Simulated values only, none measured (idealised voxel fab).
Process module heading - voxel double patterning
170 nm wide, 5 nm square cells: that's cross-section cut.
Throughout this document, each cross-section is represented as a grid of square cells and is presented as a sequence of bands enumerated from the top downward, where a band comprises one or more rows of cells.
In this notation a band is specified by the heights of its top and bottom, in that order and in nm, after which its materials appear from left to right, each paired with its width in nm. The word "edge to edge" attached to a single material means that material fills the band from edge to edge; the word "empty" stands for empty space.
It should be noted that heights are counted from 0, beneath which the wafer as supplied is of one material throughout, and that the lowest band possesses no lower boundary but continues downward, as written in "0 and below".
Graded width ("30->40"): value in top row of band = first number; value in bottom row = second number; row-to-row change constant.
"nothing got changed" (step): cross-section cells unchanged, all of them.
Basically, "Enclosed internal cavities" tells you about the enclosed voids: empty spaces with no open way to the top, 8 cells or bigger, each written width x height at distance, where distance is from the left edge, all in nm.
Text after the settings on a step's line: the simulator's own remark on that step.
A step line may carry the setting "overlay nm", which, for steps involving a mask, states the distance by which the mask lay to the right of its intended position; negative values denote displacement to the left.
Below is the list of planned process steps
step 1: RECEIVE (material Si)
step 2: CONFORMAL_DEP (material SiN; thk nm 10)
step 3: DIRECTIONAL_DEP (material SiO2; thk nm 10)
step 4: DIRECTIONAL_DEP (material SiCN; thk nm 5)
step 5: DIRECTIONAL_DEP (material aC; thk nm 15)
step 6: PATTERN (tone open; mask id FIRST; material resist; width nm 15; pitch nm 50; thk nm 30; overlay nm 0)
step 7: DIRECTIONAL_ETCH (etch materials aC; depth nm 15)
step 8: STRIP (etch materials resist)
step 9: DIRECTIONAL_ETCH (etch materials SiCN; depth nm 5)
step 10: STRIP (etch materials aC)
step 11: DIRECTIONAL_DEP (material aC; thk nm 15)
step 12: PATTERN (tone open; mask id SECOND; material resist; width nm 15; pitch nm 50; thk nm 30; overlay nm 0)
step 13: DIRECTIONAL_ETCH (etch materials aC; depth nm 15)
step 14: STRIP (etch materials resist)
step 15: DIRECTIONAL_ETCH (etch materials SiCN; depth nm 5)
step 16: STRIP (etch materials aC)
step 17: DIRECTIONAL_ETCH (etch materials SiO2; depth nm 10)
step 18: STRIP (etch materials SiCN)
Run as planned: first of two wafers
So this is the incoming wafer in cross-section - it's already been through step 1
- 0 and below: Si edge to edge
- Enclosed internal cavities: none
Step 2 complete: cross-section through the wafer
- 10 down to 0: SiN edge to edge
- Below 0, no change.
Step 3 complete: cross-section through the wafer
- 20 down to 10: SiO2 edge to edge
- Below 10, no change.
Step 4 complete: cross-section through the wafer
- 25 down to 20: SiCN edge to edge
- Below 20, no change.
Step 5 complete: cross-section through the wafer
- 40 down to 25: aC edge to edge
- Below 25, no change.
Step 6 complete: cross-section through the wafer
- 70 down to 40: 25 resist, 15 empty, 35 resist, 15 empty, 35 resist, 15 empty, 30 resist
- Below 40, no change.
Step 7 complete: cross-section through the wafer
- 55 down to 40: 25 resist, 15 empty, 35 resist, 15 empty, 35 resist, 15 empty, 30 resist
- 40 down to 25: 25 aC, 15 empty, 35 aC, 15 empty, 35 aC, 15 empty, 30 aC
- Below 25, no change.
Step 8 complete: cross-section through the wafer
- 40 down to 25: 25 aC, 15 empty, 35 aC, 15 empty, 35 aC, 15 empty, 30 aC
- Below 25, no change.
Step 9 complete: cross-section through the wafer
- 40 down to 25: 25 aC, 15 empty, 35 aC, 15 empty, 35 aC, 15 empty, 30 aC
- 25 down to 20: 25 SiCN, 15 empty, 35 SiCN, 15 empty, 35 SiCN, 15 empty, 30 SiCN
- Below 20, no change.
Step 10 complete: cross-section through the wafer
- 25 down to 20: 25 SiCN, 15 empty, 35 SiCN, 15 empty, 35 SiCN, 15 empty, 30 SiCN
- Below 20, no change.
Step 11 complete: cross-section through the wafer
- 40 down to 35: 25 aC, 15 empty, 35 aC, 15 empty, 35 aC, 15 empty, 30 aC
- 35 down to 25: aC edge to edge
- 25 down to 20: 25 SiCN, 15 aC, 35 SiCN, 15 aC, 35 SiCN, 15 aC, 30 SiCN
- Below 20, no change.
Step 12 complete: cross-section through the wafer
- 70 down to 40: 50 resist, 15 empty, 35 resist, 15 empty, 55 resist
- 40 down to 35: 25 aC, 15 resist, 35 aC, 15 resist, 35 aC, 15 resist, 30 aC
- Below 35, no change.
Step 13 complete: cross-section through the wafer
- 55 down to 40: 50 resist, 15 empty, 35 resist, 15 empty, 55 resist
- 40 down to 35: 25 aC, 15 resist, 10 aC, 15 empty, 10 aC, 15 resist, 10 aC, 15 empty, 10 aC, 15 resist, 30 aC
- 35 down to 25: 50 aC, 15 empty, 35 aC, 15 empty, 55 aC
- Below 25, no change.
Step 14 complete: cross-section through the wafer
- 40 down to 35: 25 aC, 15 empty, 10 aC, 15 empty, 10 aC, 15 empty, 10 aC, 15 empty, 10 aC, 15 empty, 30 aC
- Below 35, no change.
Step 15 complete: cross-section through the wafer
- 40 down to 35: 25 aC, 15 empty, 10 aC, 15 empty, 10 aC, 15 empty, 10 aC, 15 empty, 10 aC, 15 empty, 30 aC
- 35 down to 25: 50 aC, 15 empty, 35 aC, 15 empty, 55 aC
- 25 down to 20: 25 SiCN, 15 aC, 10 SiCN, 15 empty, 10 SiCN, 15 aC, 10 SiCN, 15 empty, 10 SiCN, 15 aC, 30 SiCN
- Below 20, no change.
Step 16 complete: cross-section through the wafer
- 25 down to 20: 25 SiCN, 15 empty, 10 SiCN, 15 empty, 10 SiCN, 15 empty, 10 SiCN, 15 empty, 10 SiCN, 15 empty, 30 SiCN
- Below 20, no change.
Step 17 complete: cross-section through the wafer
- 25 down to 20: 25 SiCN, 15 empty, 10 SiCN, 15 empty, 10 SiCN, 15 empty, 10 SiCN, 15 empty, 10 SiCN, 15 empty, 30 SiCN
- 20 down to 10: 25 SiO2, 15 empty, 10 SiO2, 15 empty, 10 SiO2, 15 empty, 10 SiO2, 15 empty, 10 SiO2, 15 empty, 30 SiO2
- Below 10, no change.
Step 18 complete: cross-section through the wafer
- 20 down to 10: 25 SiO2, 15 empty, 10 SiO2, 15 empty, 10 SiO2, 15 empty, 10 SiO2, 15 empty, 10 SiO2, 15 empty, 30 SiO2
- Below 10, no change.
Second wafer - shared start and plan with the first - one error in running - same as the first up to step 1 inclusive
X-section, second wafer, when step 2 was due to finish
- 10 down to 0: SiO2 edge to edge
- Below 0, no change.
X-section, second wafer, when step 3 was due to finish
- 20 down to 10: SiN edge to edge
- Below 10, no change.
X-section, second wafer, when step 4 was due to finish
- 25 down to 20: SiCN edge to edge
- Below 20, no change.
X-section, second wafer, when step 5 was due to finish
- 40 down to 25: aC edge to edge
- Below 25, no change.
X-section, second wafer, when step 6 was due to finish
- 70 down to 40: 25 resist, 15 empty, 35 resist, 15 empty, 35 resist, 15 empty, 30 resist
- Below 40, no change.
X-section, second wafer, when step 7 was due to finish
- 55 down to 40: 25 resist, 15 empty, 35 resist, 15 empty, 35 resist, 15 empty, 30 resist
- 40 down to 25: 25 aC, 15 empty, 35 aC, 15 empty, 35 aC, 15 empty, 30 aC
- Below 25, no change.
X-section, second wafer, when step 8 was due to finish
- 40 down to 25: 25 aC, 15 empty, 35 aC, 15 empty, 35 aC, 15 empty, 30 aC
- Below 25, no change.
X-section, second wafer, when step 9 was due to finish
- 40 down to 25: 25 aC, 15 empty, 35 aC, 15 empty, 35 aC, 15 empty, 30 aC
- 25 down to 20: 25 SiCN, 15 empty, 35 SiCN, 15 empty, 35 SiCN, 15 empty, 30 SiCN
- Below 20, no change.
X-section, second wafer, when step 10 was due to finish
- 25 down to 20: 25 SiCN, 15 empty, 35 SiCN, 15 empty, 35 SiCN, 15 empty, 30 SiCN
- Below 20, no change.
X-section, second wafer, when step 11 was due to finish
- 40 down to 35: 25 aC, 15 empty, 35 aC, 15 empty, 35 aC, 15 empty, 30 aC
- 35 down to 25: aC edge to edge
- 25 down to 20: 25 SiCN, 15 aC, 35 SiCN, 15 aC, 35 SiCN, 15 aC, 30 SiCN
- Below 20, no change.
X-section, second wafer, when step 12 was due to finish
- 70 down to 40: 50 resist, 15 empty, 35 resist, 15 empty, 55 resist
- 40 down to 35: 25 aC, 15 resist, 35 aC, 15 resist, 35 aC, 15 resist, 30 aC
- Below 35, no change.
X-section, second wafer, when step 13 was due to finish
- 55 down to 40: 50 resist, 15 empty, 35 resist, 15 empty, 55 resist
- 40 down to 35: 25 aC, 15 resist, 10 aC, 15 empty, 10 aC, 15 resist, 10 aC, 15 empty, 10 aC, 15 resist, 30 aC
- 35 down to 25: 50 aC, 15 empty, 35 aC, 15 empty, 55 aC
- Below 25, no change.
X-section, second wafer, when step 14 was due to finish
- 40 down to 35: 25 aC, 15 empty, 10 aC, 15 empty, 10 aC, 15 empty, 10 aC, 15 empty, 10 aC, 15 empty, 30 aC
- Below 35, no change.
X-section, second wafer, when step 15 was due to finish
- 40 down to 35: 25 aC, 15 empty, 10 aC, 15 empty, 10 aC, 15 empty, 10 aC, 15 empty, 10 aC, 15 empty, 30 aC
- 35 down to 25: 50 aC, 15 empty, 35 aC, 15 empty, 55 aC
- 25 down to 20: 25 SiCN, 15 aC, 10 SiCN, 15 empty, 10 SiCN, 15 aC, 10 SiCN, 15 empty, 10 SiCN, 15 aC, 30 SiCN
- Below 20, no change.
X-section, second wafer, when step 16 was due to finish
- 25 down to 20: 25 SiCN, 15 empty, 10 SiCN, 15 empty, 10 SiCN, 15 empty, 10 SiCN, 15 empty, 10 SiCN, 15 empty, 30 SiCN
- Below 20, no change.
X-section, second wafer, when step 17 was due to finish: nothing got changed
X-section, second wafer, when step 18 was due to finish
- 20 down to 10: SiN edge to edge
- Below 10, no change.
What went wrong in running the wafer? plan vs actual: 2 and 3 interchanged
The final cell counts differ between the wafers, with the second having more or fewer of some materials than the first: +30 SiO2
